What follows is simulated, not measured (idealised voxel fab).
The process module that follows is named voxel trench capacitor.
The cross-section on display is named cut; it measures 265 nm wide, and its cells are 5 nm squares.
A cross-section in this document is a grid of square cells, and it is written down as bands, the top band listed before the ones below it; a band is made up of one or more rows of cells. Heights first: top, then bottom, in nm. Then materials, left to right, each with a width in nm. "edge to edge" on a single material: fills the band edge to edge. "empty": empty space. All heights in this document are referenced to 0, defined as the level beneath which the wafer, as received, consists entirely of one material. The lowest band is not bounded below; it extends indefinitely downward and is written in the form "z 0 and below". A two-number width, for instance "30..40", indicates that the width is equal to the first number in the top row of the band and to the second number in the bottom row, and that it changes by a constant amount per row of cells. Basically "remained the same" means that step didn't change any cell in the cross-section. Entry "Catalogued sealed voids" = empty spaces >= 8 cells with no open way to the top; each as width x height at distance, distance from left edge, all nm. What comes after the settings on a step's line is commentary from the simulator itself on that step. A step's line can hold "overlay nm"; with a mask on that step, the setting says how far right of the planned place the mask lay, while a negative setting says it lay to the left.

-- The process steps that were planned are listed below
- 1: RECEIVE, material Si
- 2: CONFORMAL_DEP, material SiN, thk nm 10
- 3: DIRECTIONAL_DEP, material aC, thk nm 15
- 4: PATTERN, tone open, mask id TRENCH, material resist, width nm 20, pitch nm 45, thk nm 35, overlay nm 0
- 5: DIRECTIONAL_ETCH, etch materials aC, depth nm 15
- 6: STRIP, etch materials resist
- 7: DIRECTIONAL_ETCH, etch materials SiN, depth nm 10
- 8: DIRECTIONAL_ETCH, etch materials Si, depth nm 40
- 9: STRIP, etch materials aC
- 10: CONFORMAL_DEP, material Al2O3, thk nm 5
- 11: FILL_DEP, material polySi, thk nm 5
- 12: CMP, height nm 10

-- As received (post step 1): cross-section
* z 0 and below  Si edge to edge
* Catalogued sealed voids: none

-- End state of the module in cross-section, given the above starting point and plan and one mistake in execution
* z 10 to 0  SiN 80 nm | Al2O3 5 nm | polySi 10 nm | Al2O3 5 nm | SiN 25 nm | Al2O3 5 nm | polySi 10 nm | Al2O3 5 nm | SiN 25 nm | Al2O3 5 nm | polySi 10 nm | Al2O3 5 nm | SiN 75 nm
* z 0 to -35  Si 80 nm | Al2O3 5 nm | polySi 10 nm | Al2O3 5 nm | Si 25 nm | Al2O3 5 nm | polySi 10 nm | Al2O3 5 nm | Si 25 nm | Al2O3 5 nm | polySi 10 nm | Al2O3 5 nm | Si 75 nm
* z -35 to -40  Si 80 nm | Al2O3 20 nm | Si 25 nm | Al2O3 20 nm | Si 25 nm | Al2O3 20 nm | Si 75 nm
* z -40 and below  Si edge to edge
* Catalogued sealed voids: none
Short version of what went wrong: in deviation from the planned setting, step 4 was conducted as PATTERN, tone open, mask id TRENCH, material resist, width nm 20, pitch nm 45, thk nm 35, overlay nm 5
